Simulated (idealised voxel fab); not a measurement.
process module | voxel trench capacitor
cross-section cut | 195 nm wide | cells 5 nm
A cross-section is a grid of square cells, given in bands from the top down. A band is one or more rows of cells.
Each band's line starts with the height of the band's top and of its bottom, in nm. Then come its materials from left to right, each with its width in nm. One material with "throughout" fills the band from edge to edge. "air" is empty space.
Height 0 is the level under which the wafer as received is all one material. The lowest band goes on downwards, as in "0 down".
A width such as "30 to 40" changes by the same amount from each row of cells to the next, from the band's top row to its bottom row.
"no change" after a step means that no cell of the cross-section changed.
closed voids: empty space of 8 cells or more with no open way to the top, each as width x height at its distance from the left edge, in nm
after a step's settings: what the simulator itself notes on the step
overlay nm, on a step with a mask: how far to the right of its planned place the mask lay; to the left if negative
plan
1 op RECEIVE | material Si
2 op CONFORMAL_DEP | material SiN | thk nm 10
3 op PATTERN | tone open | mask id TRENCH | material resist | width nm 25 | pitch nm 45 | thk nm 15 | overlay nm 0
4 op DIRECTIONAL_ETCH | etch materials SiN | depth nm 10
5 op DIRECTIONAL_ETCH | etch materials Si | depth nm 30
6 op STRIP | etch materials resist
7 op CONFORMAL_DEP | material Al2O3 | thk nm 5
8 op CONFORMAL_DEP | material TiN | thk nm 5
9 op FILL_DEP | material W | thk nm 5
10 op CMP | height nm 10
as received, after step 1
  0 down: Si throughout
  closed voids: none
first wafer at the end, as planned
  10 to 0: SiN 40 | Al2O3 5 | TiN 5 | W 5 | TiN 5 | Al2O3 5 | SiN 20 | Al2O3 5 | TiN 5 | W 5 | TiN 5 | Al2O3 5 | SiN 20 | Al2O3 5 | TiN 5 | W 5 | TiN 5 | Al2O3 5 | SiN 40
  0 to -20: Si 40 | Al2O3 5 | TiN 5 | W 5 | TiN 5 | Al2O3 5 | Si 20 | Al2O3 5 | TiN 5 | W 5 | TiN 5 | Al2O3 5 | Si 20 | Al2O3 5 | TiN 5 | W 5 | TiN 5 | Al2O3 5 | Si 40
  -20 to -25: Si 40 | Al2O3 5 | TiN 15 | Al2O3 5 | Si 20 | Al2O3 5 | TiN 15 | Al2O3 5 | Si 20 | Al2O3 5 | TiN 15 | Al2O3 5 | Si 40
  -25 to -30: Si 40 | Al2O3 25 | Si 20 | Al2O3 25 | Si 20 | Al2O3 25 | Si 40
  -30 down: Si throughout
  closed voids: none
second wafer at the end: like start, like plan, one mistake
  10 to 0: SiN 40 | Al2O3 10 | W 5 | Al2O3 10 | SiN 20 | Al2O3 10 | W 5 | Al2O3 10 | SiN 20 | Al2O3 10 | W 5 | Al2O3 10 | SiN 40
  0 to -20: Si 40 | Al2O3 10 | W 5 | Al2O3 10 | Si 20 | Al2O3 10 | W 5 | Al2O3 10 | Si 20 | Al2O3 10 | W 5 | Al2O3 10 | Si 40
  -20 to -30: Si 40 | Al2O3 25 | Si 20 | Al2O3 25 | Si 20 | Al2O3 25 | Si 40
  -30 down: Si throughout
  closed voids: none
what went wrong: step 8 ran as: op CONFORMAL_DEP | material Al2O3 | thk nm 5
at the end the second wafer has, in cells: 45 more of Al2O3 | 45 fewer of TiN
